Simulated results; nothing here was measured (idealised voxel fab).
Herein follows the process module entitled voxel wiring stack.
Cross-sectional view cut (width: 190 nm; square cell size: 5 nm).
Cross-sections here: square-cell grids, written as top-down lists of bands, a band being one or more rows of cells.
In this notation a band is specified by the heights of its top and bottom, in that order and in nm, after which its materials appear from left to right, each paired with its width in nm. The word "throughout" attached to a single material means that material fills the band from edge to edge; the word "empty" stands for empty space.
Basically, 0 is our baseline, since under it the wafer straight out of the box is all one material. The bottom band has no lower end and keeps on going down, so it looks like "0 down".
With a width like "30..40", each row of cells in the band differs from the next by the same amount, the top row carrying the first number and the bottom row the second.
"identical to before" (step): cross-section cells unchanged, all of them.
Under "Closed-off voids" you'll find the enclosed gaps, the ones with no way out to the top, that are 8 cells or bigger; each reads width x height at distance, with distance counted from the left edge, everything in nm.
Read whatever lies past the settings on a step's line as the simulator's own remark about the step.
Each step line may optionally specify "overlay nm", which for a step with a mask gives the rightward distance between the mask's planned place and where it lay, a negative value indicating the leftward direction.

Process steps - plan
1. RECEIVE [material Si]
2. CONFORMAL_DEP [material SiO2] [thk nm 10]
3. CONFORMAL_DEP [material SiCN] [thk nm 5]
4. DIRECTIONAL_DEP [material lowk] [thk nm 20]
5. MASKED_ETCH [tone open] [mask id METAL_1] [width nm 25] [pitch nm 40] [etch materials lowk] [depth nm 20] [overlay nm 0]
6. MASKED_ETCH [tone open] [mask id METAL_1] [width nm 25] [pitch nm 40] [etch materials SiCN] [depth nm 5] [overlay nm 0]
7. CONFORMAL_DEP [material TiN] [thk nm 5]
8. FILL_DEP [material W] [thk nm 10]
9. CMP [height nm 35]
10. CONFORMAL_DEP [material SiCN] [thk nm 5]
11. DIRECTIONAL_DEP [material lowk] [thk nm 10]
12. PATTERN [tone open] [mask id PLUG_1] [material resist] [width nm 15] [pitch nm 40] [thk nm 20] [overlay nm 0]
13. DIRECTIONAL_ETCH [etch materials lowk] [depth nm 10]
14. DIRECTIONAL_ETCH [etch materials SiCN] [depth nm 5]
15. STRIP [etch materials resist]
16. EPI [material Ru] [thk nm 10]
17. EPI [material Ru] [thk nm 5]
18. CONFORMAL_DEP [material SiCN] [thk nm 5]
19. DIRECTIONAL_DEP [material lowk] [thk nm 15]
20. DIRECTIONAL_DEP [material aC] [thk nm 10]
21. PATTERN [tone open] [mask id METAL_2] [material resist] [width nm 25] [pitch nm 40] [thk nm 25] [overlay nm 0]
22. DIRECTIONAL_ETCH [etch materials aC] [depth nm 10]
23. STRIP [etch materials resist]
24. DIRECTIONAL_ETCH [etch materials lowk] [depth nm 15]
25. DIRECTIONAL_ETCH [etch materials SiCN] [depth nm 5]
26. STRIP [etch materials aC]
27. CONFORMAL_DEP [material TiN] [thk nm 5]
28. FILL_DEP [material Ru] [thk nm 10]
29. CMP [height nm 70]
30. EPI [material Ru] [thk nm 5]
31. FILL_DEP [material SiCN] [thk nm 5]
32. DIRECTIONAL_DEP [material lowk] [thk nm 30]
33. MASKED_ETCH [tone open] [mask id METAL_3] [width nm 25] [pitch nm 40] [etch materials lowk] [depth nm 20] [overlay nm 0]
34. DIRECTIONAL_DEP [material aC] [thk nm 15]
35. PATTERN [tone open] [mask id METAL_3_HOLES] [material resist] [width nm 15] [thk nm 35] [overlay nm 0]
36. DIRECTIONAL_ETCH [etch materials aC] [depth nm 15]
37. STRIP [etch materials resist]
38. DIRECTIONAL_ETCH [etch materials lowk] [depth nm 10]
39. DIRECTIONAL_ETCH [etch materials SiCN] [depth nm 5]
40. STRIP [etch materials aC]
41. CONFORMAL_DEP [material TiN] [thk nm 5]
42. FILL_DEP [material Ru] [thk nm 5]
43. CMP [height nm 110]
44. CONFORMAL_DEP [material SiN] [thk nm 5]

Wafer cross-section on receipt, i.e. after step 1
- 0 down: Si throughout
- Closed-off voids: none

The module was run from the start shown above using the plan shown above, but one mistake was made doing it; the resulting wafer cross-section is below
- 115 to 110: SiN throughout
- 110 to 95: lowk 60 nm, then TiN 5 nm, then Ru 15 nm, then TiN 5 nm, then lowk 15 nm, then TiN 5 nm, then Ru 15 nm, then TiN 5 nm, then lowk 65 nm
- 95 to 90: lowk 60 nm, then TiN 5 nm, then Ru 5 nm, then TiN 15 nm, then lowk 15 nm, then TiN 25 nm, then lowk 65 nm
- 90 to 80: lowk 60 nm, then TiN 5 nm, then Ru 5 nm, then TiN 5 nm, then lowk 115 nm
- 80 to 75: SiCN 60 nm, then TiN 15 nm, then SiCN 115 nm
- 75 to 70: SiCN 55 nm, then Ru 35 nm, then SiCN 5 nm, then Ru 35 nm, then SiCN 60 nm
- 70 to 55: lowk 60 nm, then TiN 5 nm, then Ru 15 nm, then TiN 5 nm, then lowk 15 nm, then TiN 5 nm, then Ru 15 nm, then TiN 5 nm, then lowk 65 nm
- 55 to 50: SiCN 60 nm, then TiN 25 nm, then SiCN 15 nm, then TiN 25 nm, then SiCN 65 nm
- 50 to 40: lowk 60 nm, then Ru 15 nm, then lowk 25 nm, then Ru 15 nm, then lowk 75 nm
- 40 to 35: SiCN 60 nm, then Ru 15 nm, then SiCN 25 nm, then Ru 15 nm, then SiCN 75 nm
- 35 to 15: lowk 65 nm, then TiN 5 nm, then W 5 nm, then TiN 5 nm, then lowk 25 nm, then TiN 5 nm, then W 5 nm, then TiN 5 nm, then lowk 70 nm
- 15 to 10: SiCN 65 nm, then TiN 15 nm, then SiCN 25 nm, then TiN 15 nm, then SiCN 70 nm
- 10 to 0: SiO2 throughout
- 0 down: Si throughout
- Closed-off voids: none
In executing the process, a mistake was made relative to the plan: step 5 went in with a setting other than planned; the actual run was MASKED_ETCH [tone open] [mask id METAL_1] [width nm 15] [pitch nm 40] [etch materials lowk] [depth nm 20] [overlay nm 0]
